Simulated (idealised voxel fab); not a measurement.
This section sets out a process module, namely voxel capacitor over wiring.
Cross-sectional view cut (width: 290 nm; square cell size: 5 nm).
Each cross-section below is a grid of square cells, stated as bands in top-down order, with one or more rows of cells making up each band. Top height, bottom height, nm. Materials left to right, width each, nm. Single material + "all across" = fills band edge to edge. "air" = empty. Basically, 0 is our baseline, since under it the wafer straight out of the box is all one material. The bottom band has no lower end and keeps on going down, so it looks like "z 0 and below". Think of "30 to 40" as a width that walks from the first number to the second as you go down the band, top row to bottom row, taking equal-sized steps from row to row. The designation "everything unchanged", where it is given for a processing step, indicates that no cell of the cross-section was altered in the course of that step. In "Closed void entries" the enclosed voids are listed, meaning empty spaces of 8 cells or larger without any opening to the top. The form is width x height at distance, distance from the left edge, units nm. Where a step's line continues beyond its settings, the continuation is a remark by the simulator itself on that step. If you see "overlay nm" on a step's line and that step has a mask, it's telling you how far right of where it was planned the mask ended up; a negative number means it went left instead.
Listed below are the process steps as planned
1. RECEIVE,material Si
2. CONFORMAL_DEP,material SiO2,thk nm 10
3. DIRECTIONAL_DEP,material TiN,thk nm 5
4. DIRECTIONAL_DEP,material W,thk nm 25
5. MASKED_ETCH,tone cover,mask id METAL_1,width nm 20,pitch nm 90,etch materials W,depth nm 25,overlay nm 0
6. MASKED_ETCH,tone cover,mask id METAL_1,width nm 20,pitch nm 90,etch materials TiN,depth nm 5,overlay nm 0
7. FILL_DEP,material SiO2,thk nm 10
8. CMP,height nm 40
9. CONFORMAL_DEP,material SiCN,thk nm 5
10. DIRECTIONAL_DEP,material SiO2,thk nm 20
11. MASKED_ETCH,tone open,mask id PLUG_1,width nm 15,etch materials SiO2,depth nm 20,overlay nm 0
12. MASKED_ETCH,tone open,mask id PLUG_1,width nm 15,etch materials SiCN,depth nm 5,overlay nm 0
13. EPI,material Ru,thk nm 10
14. EPI,material Ru,thk nm 10
15. EPI,material Ru,thk nm 5
16. DIRECTIONAL_DEP,material TiN,thk nm 10
17. DIRECTIONAL_DEP,material HfO2,thk nm 5
18. DIRECTIONAL_DEP,material TiN,thk nm 5
19. MASKED_ETCH,tone cover,mask id UPPER_PLATE,width nm 75,etch materials TiN,depth nm 5,overlay nm 0
20. MASKED_ETCH,tone cover,mask id UPPER_PLATE,width nm 75,etch materials HfO2,depth nm 5,overlay nm 0
21. DIRECTIONAL_DEP,material aC,thk nm 15
22. PATTERN,tone cover,mask id LOWER_PLATE,material resist,width nm 85,thk nm 30,overlay nm 0
23. DIRECTIONAL_ETCH,etch materials aC,depth nm 15
24. STRIP,etch materials resist
25. DIRECTIONAL_ETCH,etch materials TiN,depth nm 10
26. STRIP,etch materials aC
27. FILL_DEP,material SiO2,thk nm 15
28. CMP,height nm 95
29. DIRECTIONAL_DEP,material aC,thk nm 15
30. PATTERN,tone open,mask id PLUG_2,material resist,width nm 15,thk nm 30,overlay nm 0
31. DIRECTIONAL_ETCH,etch materials aC,depth nm 15
32. STRIP,etch materials resist
33. DIRECTIONAL_ETCH,etch materials SiO2,depth nm 10
34. STRIP,etch materials aC
35. CONFORMAL_DEP,material TiN,thk nm 5
36. FILL_DEP,material W,thk nm 5
37. CMP,height nm 95
38. CONFORMAL_DEP,material SiCN,thk nm 5
First of the two wafers, run per plan
As received (post step 1): cross-section
    z 0 and below = Si all across
    Closed void entries: none
Wafer after step 2 (cross-section)
    z 10 to 0 = SiO2 all across
    Note: structure below 0 unchanged.
Wafer after step 3 (cross-section)
    z 15 to 10 = TiN all across
    Note: structure below 10 unchanged.
Wafer after step 4 (cross-section)
    z 40 to 15 = W all across
    Note: structure below 15 unchanged.
Wafer after step 5 (cross-section)
    z 40 to 15 = 90 nm air, then 20 nm W, then 70 nm air, then 20 nm W, then 90 nm air
    Note: structure below 15 unchanged.
Wafer after step 6 (cross-section)
    z 40 to 15 = 90 nm air, then 20 nm W, then 70 nm air, then 20 nm W, then 90 nm air
    z 15 to 10 = 90 nm air, then 20 nm TiN, then 70 nm air, then 20 nm TiN, then 90 nm air
    Note: structure below 10 unchanged.
Wafer after step 7 (cross-section)
    z 50 to 40 = SiO2 all across
    z 40 to 15 = 90 nm SiO2, then 20 nm W, then 70 nm SiO2, then 20 nm W, then 90 nm SiO2
    z 15 to 10 = 90 nm SiO2, then 20 nm TiN, then 70 nm SiO2, then 20 nm TiN, then 90 nm SiO2
    Note: structure below 10 unchanged.
Wafer after step 8 (cross-section)
    z 40 to 15 = 90 nm SiO2, then 20 nm W, then 70 nm SiO2, then 20 nm W, then 90 nm SiO2
    Note: structure below 15 unchanged.
Wafer after step 9 (cross-section)
    z 45 to 40 = SiCN all across
    Note: structure below 40 unchanged.
Wafer after step 10 (cross-section)
    z 65 to 45 = SiO2 all across
    Note: structure below 45 unchanged.
Wafer after step 11 (cross-section)
    z 65 to 45 = 95 nm SiO2, then 15 nm air, then 180 nm SiO2
    Note: structure below 45 unchanged.
Wafer after step 12 (cross-section)
    z 65 to 45 = 95 nm SiO2, then 15 nm air, then 180 nm SiO2
    z 45 to 40 = 95 nm SiCN, then 15 nm air, then 180 nm SiCN
    Note: structure below 40 unchanged.
Wafer after step 13 (cross-section)
    z 65 to 50 = 95 nm SiO2, then 15 nm air, then 180 nm SiO2
    z 50 to 45 = 95 nm SiO2, then 15 nm Ru, then 180 nm SiO2
    z 45 to 40 = 95 nm SiCN, then 15 nm Ru, then 180 nm SiCN
    Note: structure below 40 unchanged.
Wafer after step 14 (cross-section)
    z 65 to 60 = 95 nm SiO2, then 15 nm air, then 180 nm SiO2
    z 60 to 45 = 95 nm SiO2, then 15 nm Ru, then 180 nm SiO2
    Note: structure below 45 unchanged.
Wafer after step 15 (cross-section)
    z 65 to 45 = 95 nm SiO2, then 15 nm Ru, then 180 nm SiO2
    Note: structure below 45 unchanged.
Wafer after step 16 (cross-section)
    z 75 to 65 = TiN all across
    Note: structure below 65 unchanged.
Wafer after step 17 (cross-section)
    z 80 to 75 = HfO2 all across
    Note: structure below 75 unchanged.
Wafer after step 18 (cross-section)
    z 85 to 80 = TiN all across
    Note: structure below 80 unchanged.
Wafer after step 19 (cross-section)
    z 85 to 80 = 95 nm air, then 75 nm TiN, then 120 nm air
    Note: structure below 80 unchanged.
Wafer after step 20 (cross-section)
    z 85 to 80 = 95 nm air, then 75 nm TiN, then 120 nm air
    z 80 to 75 = 95 nm air, then 75 nm HfO2, then 120 nm air
    Note: structure below 75 unchanged.
Wafer after step 21 (cross-section)
    z 100 to 90 = 95 nm air, then 75 nm aC, then 120 nm air
    z 90 to 85 = aC all across
    z 85 to 80 = 95 nm aC, then 75 nm TiN, then 120 nm aC
    z 80 to 75 = 95 nm aC, then 75 nm HfO2, then 120 nm aC
    Note: structure below 75 unchanged.
Wafer after step 22 (cross-section)
    z 130 to 100 = 90 nm air, then 85 nm resist, then 115 nm air
    z 100 to 90 = 90 nm air, then 5 nm resist, then 75 nm aC, then 5 nm resist, then 115 nm air
    Note: structure below 90 unchanged.
Wafer after step 23 (cross-section)
    z 115 to 100 = 90 nm air, then 85 nm resist, then 115 nm air
    z 100 to 90 = 90 nm air, then 5 nm resist, then 75 nm aC, then 5 nm resist, then 115 nm air
    z 90 to 85 = 90 nm air, then 85 nm aC, then 115 nm air
    z 85 to 80 = 90 nm air, then 5 nm aC, then 75 nm TiN, then 5 nm aC, then 115 nm air
    z 80 to 75 = 90 nm air, then 5 nm aC, then 75 nm HfO2, then 5 nm aC, then 115 nm air
    Note: structure below 75 unchanged.
Wafer after step 24 (cross-section)
    z 100 to 90 = 95 nm air, then 75 nm aC, then 120 nm air
    Note: structure below 90 unchanged.
Wafer after step 25 (cross-section)
    z 100 to 90 = 95 nm air, then 75 nm aC, then 120 nm air
    z 90 to 85 = 90 nm air, then 85 nm aC, then 115 nm air
    z 85 to 80 = 90 nm air, then 5 nm aC, then 75 nm TiN, then 5 nm aC, then 115 nm air
    z 80 to 75 = 90 nm air, then 5 nm aC, then 75 nm HfO2, then 5 nm aC, then 115 nm air
    z 75 to 65 = 90 nm air, then 85 nm TiN, then 115 nm air
    Note: structure below 65 unchanged.
Wafer after step 26 (cross-section)
    z 85 to 80 = 95 nm air, then 75 nm TiN, then 120 nm air
    z 80 to 75 = 95 nm air, then 75 nm HfO2, then 120 nm air
    Note: structure below 75 unchanged.
Wafer after step 27 (cross-section)
    z 100 to 85 = SiO2 all across
    z 85 to 80 = 95 nm SiO2, then 75 nm TiN, then 120 nm SiO2
    z 80 to 75 = 95 nm SiO2, then 75 nm HfO2, then 120 nm SiO2
    z 75 to 65 = 90 nm SiO2, then 85 nm TiN, then 115 nm SiO2
    Note: structure below 65 unchanged.
Wafer after step 28 (cross-section)
    z 95 to 85 = SiO2 all across
    Note: structure below 85 unchanged.
Wafer after step 29 (cross-section)
    z 110 to 95 = aC all across
    Note: structure below 95 unchanged.
Wafer after step 30 (cross-section)
    z 140 to 110 = 105 nm resist, then 15 nm air, then 170 nm resist
    Note: structure below 110 unchanged.
Wafer after step 31 (cross-section)
    z 125 to 110 = 105 nm resist, then 15 nm air, then 170 nm resist
    z 110 to 95 = 105 nm aC, then 15 nm air, then 170 nm aC
    Note: structure below 95 unchanged.
Wafer after step 32 (cross-section)
    z 110 to 95 = 105 nm aC, then 15 nm air, then 170 nm aC
    Note: structure below 95 unchanged.
Wafer after step 33 (cross-section)
    z 110 to 95 = 105 nm aC, then 15 nm air, then 170 nm aC
    z 95 to 85 = 105 nm SiO2, then 15 nm air, then 170 nm SiO2
    Note: structure below 85 unchanged.
Wafer after step 34 (cross-section)
    z 95 to 85 = 105 nm SiO2, then 15 nm air, then 170 nm SiO2
    Note: structure below 85 unchanged.
Wafer after step 35 (cross-section)
    z 100 to 95 = 110 nm TiN, then 5 nm air, then 175 nm TiN
    z 95 to 90 = 105 nm SiO2, then 5 nm TiN, then 5 nm air, then 5 nm TiN, then 170 nm SiO2
    z 90 to 80 = 105 to 95 nm SiO2, then 15 to 75 nm TiN, then 170 to 120 nm SiO2
    Note: structure below 80 unchanged.
Wafer after step 36 (cross-section)
    z 105 to 100 = W all across
    z 100 to 95 = 110 nm TiN, then 5 nm W, then 175 nm TiN
    z 95 to 90 = 105 nm SiO2, then 5 nm TiN, then 5 nm W, then 5 nm TiN, then 170 nm SiO2
    Note: structure below 90 unchanged.
Wafer after step 37 (cross-section)
    z 95 to 90 = 105 nm SiO2, then 5 nm TiN, then 5 nm W, then 5 nm TiN, then 170 nm SiO2
    Note: structure below 90 unchanged.
Wafer after step 38 (cross-section)
    z 100 to 95 = SiCN all across
    Note: structure below 95 unchanged.
Second wafer: like start, like plan, one mistake. Through step 21 it matches the first wafer
What the second wafer looks like in cross-section when step 22 should have wrapped up
    z 130 to 100 = 95 nm air, then 80 nm resist, then 115 nm air
    z 100 to 90 = 95 nm air, then 75 nm aC, then 5 nm resist, then 115 nm air
    Note: structure below 90 unchanged.
What the second wafer looks like in cross-section when step 23 should have wrapped up
    z 115 to 100 = 95 nm air, then 80 nm resist, then 115 nm air
    z 100 to 90 = 95 nm air, then 75 nm aC, then 5 nm resist, then 115 nm air
    z 90 to 85 = 95 nm air, then 80 nm aC, then 115 nm air
    z 85 to 80 = 95 nm air, then 75 nm TiN, then 5 nm aC, then 115 nm air
    z 80 to 75 = 95 nm air, then 75 nm HfO2, then 5 nm aC, then 115 nm air
    Note: structure below 75 unchanged.
What the second wafer looks like in cross-section when step 24 should have wrapped up
    z 100 to 90 = 95 nm air, then 75 nm aC, then 120 nm air
    Note: structure below 90 unchanged.
What the second wafer looks like in cross-section when step 25 should have wrapped up
    z 100 to 90 = 95 nm air, then 75 nm aC, then 120 nm air
    z 90 to 85 = 95 nm air, then 80 nm aC, then 115 nm air
    z 85 to 80 = 95 nm air, then 75 nm TiN, then 5 nm aC, then 115 nm air
    z 80 to 75 = 95 nm air, then 75 nm HfO2, then 5 nm aC, then 115 nm air
    z 75 to 65 = 95 nm air, then 80 nm TiN, then 115 nm air
    Note: structure below 65 unchanged.
What the second wafer looks like in cross-section when step 26 should have wrapped up
    z 85 to 80 = 95 nm air, then 75 nm TiN, then 120 nm air
    z 80 to 75 = 95 nm air, then 75 nm HfO2, then 120 nm air
    Note: structure below 75 unchanged.
What the second wafer looks like in cross-section when step 27 should have wrapped up
    z 100 to 85 = SiO2 all across
    z 85 to 80 = 95 nm SiO2, then 75 nm TiN, then 120 nm SiO2
    z 80 to 75 = 95 nm SiO2, then 75 nm HfO2, then 120 nm SiO2
    z 75 to 65 = 95 nm SiO2, then 80 nm TiN, then 115 nm SiO2
    Note: structure below 65 unchanged.
What the second wafer looks like in cross-section when step 28 should have wrapped up
    z 95 to 85 = SiO2 all across
    Note: structure below 85 unchanged.
What the second wafer looks like in cross-section when step 29 should have wrapped up
    z 110 to 95 = aC all across
    Note: structure below 95 unchanged.
What the second wafer looks like in cross-section when step 30 should have wrapped up
    z 140 to 110 = 105 nm resist, then 15 nm air, then 170 nm resist
    Note: structure below 110 unchanged.
What the second wafer looks like in cross-section when step 31 should have wrapped up
    z 125 to 110 = 105 nm resist, then 15 nm air, then 170 nm resist
    z 110 to 95 = 105 nm aC, then 15 nm air, then 170 nm aC
    Note: structure below 95 unchanged.
What the second wafer looks like in cross-section when step 32 should have wrapped up
    z 110 to 95 = 105 nm aC, then 15 nm air, then 170 nm aC
    Note: structure below 95 unchanged.
What the second wafer looks like in cross-section when step 33 should have wrapped up
    z 110 to 95 = 105 nm aC, then 15 nm air, then 170 nm aC
    z 95 to 85 = 105 nm SiO2, then 15 nm air, then 170 nm SiO2
    Note: structure below 85 unchanged.
What the second wafer looks like in cross-section when step 34 should have wrapped up
    z 95 to 85 = 105 nm SiO2, then 15 nm air, then 170 nm SiO2
    Note: structure below 85 unchanged.
What the second wafer looks like in cross-section when step 35 should have wrapped up
    z 100 to 95 = 110 nm TiN, then 5 nm air, then 175 nm TiN
    z 95 to 90 = 105 nm SiO2, then 5 nm TiN, then 5 nm air, then 5 nm TiN, then 170 nm SiO2
    z 90 to 80 = 105 to 95 nm SiO2, then 15 to 75 nm TiN, then 170 to 120 nm SiO2
    Note: structure below 80 unchanged.
What the second wafer looks like in cross-section when step 36 should have wrapped up
    z 105 to 100 = W all across
    z 100 to 95 = 110 nm TiN, then 5 nm W, then 175 nm TiN
    z 95 to 90 = 105 nm SiO2, then 5 nm TiN, then 5 nm W, then 5 nm TiN, then 170 nm SiO2
    Note: structure below 90 unchanged.
What the second wafer looks like in cross-section when step 37 should have wrapped up
    z 95 to 90 = 105 nm SiO2, then 5 nm TiN, then 5 nm W, then 5 nm TiN, then 170 nm SiO2
    Note: structure below 90 unchanged.
What the second wafer looks like in cross-section when step 38 should have wrapped up
    z 100 to 95 = SiCN all across
    Note: structure below 95 unchanged.
Diagnosis: step 22, actual vs plan mismatch, actual run PATTERN,tone cover,mask id LOWER_PLATE,material resist,width nm 80,thk nm 30,overlay nm 0
FYI, end of process, the second wafer has more or fewer cells of some materials than the first: +2 SiO2, -2 TiN
